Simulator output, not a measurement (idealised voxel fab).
process module | voxel released beams
cross-section cut | 260 nm wide | cells 5 nm
A cross-section is a grid of square cells, given in bands from the top down. A band is one or more rows of cells.
Each band's line starts with the height of the band's top and of its bottom, in nm. Then come its materials from left to right, each with its width in nm. One material with "throughout" fills the band from edge to edge. "air" is empty space.
Height 0 is the level under which the wafer as received is all one material. The lowest band goes on downwards, as in "0 down".
A width such as "30 to 40" changes by the same amount from each row of cells to the next, from the band's top row to its bottom row.
"no change" after a step means that no cell of the cross-section changed.
closed voids: empty space of 8 cells or more with no open way to the top, each as width x height at its distance from the left edge, in nm
after a step's settings: what the simulator itself notes on the step
overlay nm, on a step with a mask: how far to the right of its planned place the mask lay; to the left if negative
plan
1 op RECEIVE | material Si
2 op CONFORMAL_DEP | material Al2O3 | thk nm 5
3 op DIRECTIONAL_DEP | material SiO2 | thk nm 15
4 op DIRECTIONAL_DEP | material aC | thk nm 10
5 op PATTERN | tone open | mask id ANCHOR | material resist | width nm 45 | thk nm 30 | overlay nm 0
6 op DIRECTIONAL_ETCH | etch materials aC | depth nm 10
7 op STRIP | etch materials resist
8 op DIRECTIONAL_ETCH | etch materials SiO2 | depth nm 15
9 op STRIP | etch materials aC
10 op CONFORMAL_DEP | material SiN | thk nm 15
11 op DIRECTIONAL_DEP | material aC | thk nm 10
12 op PATTERN | tone cover | mask id BEAM | material resist | width nm 120 | thk nm 30 | overlay nm 0
13 op DIRECTIONAL_ETCH | etch materials aC | depth nm 10
14 op STRIP | etch materials resist
15 op DIRECTIONAL_ETCH | etch materials SiN | depth nm 15
16 op STRIP | etch materials aC
17 op STRIP | etch materials SiO2
as received, after step 1
  0 down: Si throughout
  closed voids: none
a wafer at the end: this start, this plan, one mistake
  35 to 20: air 65 | SiN 120 | air 75
  20 to 15: Al2O3 throughout
  15 to 0: SiO2 throughout
  0 down: Si throughout
  closed voids: none
what went wrong: steps 2 and 3 were swapped
